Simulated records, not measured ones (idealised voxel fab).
Process module under the name voxel lift off
Square cell edge 5 nm, section width 220 nm, ID cut.
Cross-section layout: square cells on a grid; listed as bands, top to bottom; a band spans one or more cell rows.
Top, bottom (nm), then materials left to right with widths (nm); lone material tagged "full width" fills the whole band edge to edge; "blank" = empty space.
The level at which height equals 0 is the one under which the wafer, as it arrives, is entirely one material. No lower edge exists for the bottom band, which continues downward and is notated as in "0 down".
Quick explanation for "30 to 40": the width changes in equal steps down the rows of cells, from the first number in the band's top row to the second number in its bottom row.
"same as before" means the step left every cell of the cross-section as it was.
Closed-off voids of 8+ cells (no open route to the top) go in "Sealed-off cavities", written width x height at distance from the left edge, in nm.
after a step's settings: what the simulator itself notes on the step
"overlay nm" answers the question of how far to the right of plan the mask lay on a step that has a mask, and when it is negative the answer is to the left.
**Steps planned for the process**
1) RECEIVE: material Si
2) CONFORMAL_DEP: material SiO2, thk nm 10
3) PATTERN: tone open, mask id LINES, material resist, width nm 30, pitch nm 50, thk nm 25, overlay nm 0
4) DIRECTIONAL_DEP: material Ru, thk nm 15
5) STRIP: etch materials resist
6) CONFORMAL_DEP: material SiO2, thk nm 5
**First of two wafers, with the run carried out as planned**
**Here's what the wafer looked like in cross-section when it arrived - that's after step 1**
0 down = Si full width
Sealed-off cavities: none
**Sectional view: wafer, after step 2**
10 to 0 = SiO2 full width
Nothing below the height 0 has changed.
**Sectional view: wafer, after step 3**
35 to 10 = 70 resist; 30 blank; 20 resist; 30 blank; 70 resist
Nothing below the height 10 has changed.
**Sectional view: wafer, after step 4**
50 to 35 = 70 Ru; 30 blank; 20 Ru; 30 blank; 70 Ru
35 to 25 = 70 resist; 30 blank; 20 resist; 30 blank; 70 resist
25 to 10 = 70 resist; 30 Ru; 20 resist; 30 Ru; 70 resist
Nothing below the height 10 has changed.
**Sectional view: wafer, after step 5**
25 to 10 = 70 blank; 30 Ru; 20 blank; 30 Ru; 70 blank
Nothing below the height 10 has changed.
**Sectional view: wafer, after step 6**
30 to 25 = 65 blank; 40 SiO2; 10 blank; 40 SiO2; 65 blank
25 to 15 = 65 blank; 5 SiO2; 30 Ru; 5 SiO2; 10 blank; 5 SiO2; 30 Ru; 5 SiO2; 65 blank
15 to 10 = 70 SiO2; 30 Ru; 20 SiO2; 30 Ru; 70 SiO2
Nothing below the height 10 has changed.
**Regarding the second of the two wafers: it shared the first wafer's starting condition and process plan, yet one error occurred during its execution. Its history coincides with that of the first wafer up to and including step 2**
**Cross-section: second wafer, time at which step 3 was scheduled to end**
35 to 10 = 70 blank; 30 resist; 20 blank; 30 resist; 70 blank
Nothing below the height 10 has changed.
**Cross-section: second wafer, time at which step 4 was scheduled to end**
50 to 35 = 70 blank; 30 Ru; 20 blank; 30 Ru; 70 blank
35 to 25 = 70 blank; 30 resist; 20 blank; 30 resist; 70 blank
25 to 10 = 70 Ru; 30 resist; 20 Ru; 30 resist; 70 Ru
Nothing below the height 10 has changed.
**Cross-section: second wafer, time at which step 5 was scheduled to end**
25 to 10 = 70 Ru; 30 blank; 20 Ru; 30 blank; 70 Ru
Nothing below the height 10 has changed.
**Cross-section: second wafer, time at which step 6 was scheduled to end**
30 to 25 = 75 SiO2; 20 blank; 30 SiO2; 20 blank; 75 SiO2
25 to 15 = 70 Ru; 5 SiO2; 20 blank; 5 SiO2; 20 Ru; 5 SiO2; 20 blank; 5 SiO2; 70 Ru
15 to 10 = 70 Ru; 30 SiO2; 20 Ru; 30 SiO2; 70 Ru
Nothing below the height 10 has changed.
Where did the run depart from the plan? note that step 3 departed from the planned setting and was carried out as PATTERN: tone cover, mask id LINES, material resist, width nm 30, pitch nm 50, thk nm 25, overlay nm 0
Count the cells at the end and the second wafer has more or fewer of some materials than the first: Ru: 60 more
